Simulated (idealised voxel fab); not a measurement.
Process module, titled voxel fin reveal
The width of the displayed cross-section, cut, is 270 nm; its cells are square, with a size of 5 nm.
Cross-sections here: square-cell grids, written as top-down lists of bands, a band being one or more rows of cells. What a band's entry tells you: where the top is and where the bottom is, as heights in nm, and after that what lies inside, material by material from left to right, each with its width in nm. Empty space is written as the word "air", and a single material marked with the word "throughout" occupies the band from edge to edge. Note: height 0 marks the level under which the wafer is uniformly one material as received. Lowest band unbounded below, written "z 0 and below". Quick explanation for "30 to 40": the width changes in equal steps down the rows of cells, from the first number in the band's top row to the second number in its bottom row. "no change" after a step means that no cell of the cross-section changed. The entry titled "Voids, enclosed" provides the empty spaces that have no open way to the top, restricted to those of 8 cells or more. Each is presented as width x height at distance, the distance being measured from the left edge, with all three in nm. Where a step's line continues beyond its settings, the continuation is a remark by the simulator itself on that step. overlay nm: where the mask lay relative to plan, measured to the right, on steps with a mask; negatives go left.
Process steps (planned)
1. RECEIVE [material Si]
2. CONFORMAL_DEP [material SiN] [thk nm 5]
3. PATTERN [tone cover] [mask id FINS] [material resist] [width nm 15] [pitch nm 35] [thk nm 20] [overlay nm 0]
4. DIRECTIONAL_ETCH [etch materials SiN] [depth nm 5]
5. DIRECTIONAL_ETCH [etch materials Si] [depth nm 35]
6. STRIP [etch materials resist]
7. OXIDIZE [depth nm 5]
8. FILL_DEP [material SiO2] [thk nm 15]
9. CMP [height nm 5]
10. SELECTIVE_ETCH [etch materials SiO2] [depth nm 20]
11. STRIP [etch materials SiN]
12. CONFORMAL_DEP [material SiO2] [thk nm 5]
The cross-section here shows the wafer as received, i.e. in its state after step 1
  z 0 and below: Si throughout
  Voids, enclosed: none
Below is the wafer in cross-section after the module was completed. It began from the starting point shown above and followed the plan shown above, except that one mistake was made while running it
  z 5 to 0: air (75) / SiO2 (15) / air (20) / SiO2 (15) / air (20) / SiO2 (15) / air (20) / SiO2 (15) / air (75)
  z 0 to -10: air (75) / SiO2 (5) / Si (5) / SiO2 (5) / air (20) / SiO2 (5) / Si (5) / SiO2 (5) / air (20) / SiO2 (5) / Si (5) / SiO2 (5) / air (20) / SiO2 (5) / Si (5) / SiO2 (5) / air (75)
  z -10 to -75: SiO2 (80) / Si (5) / SiO2 (30) / Si (5) / SiO2 (30) / Si (5) / SiO2 (30) / Si (5) / SiO2 (80)
  z -75 and below: Si throughout
  Voids, enclosed: none
what went wrong: step 5 was run twice
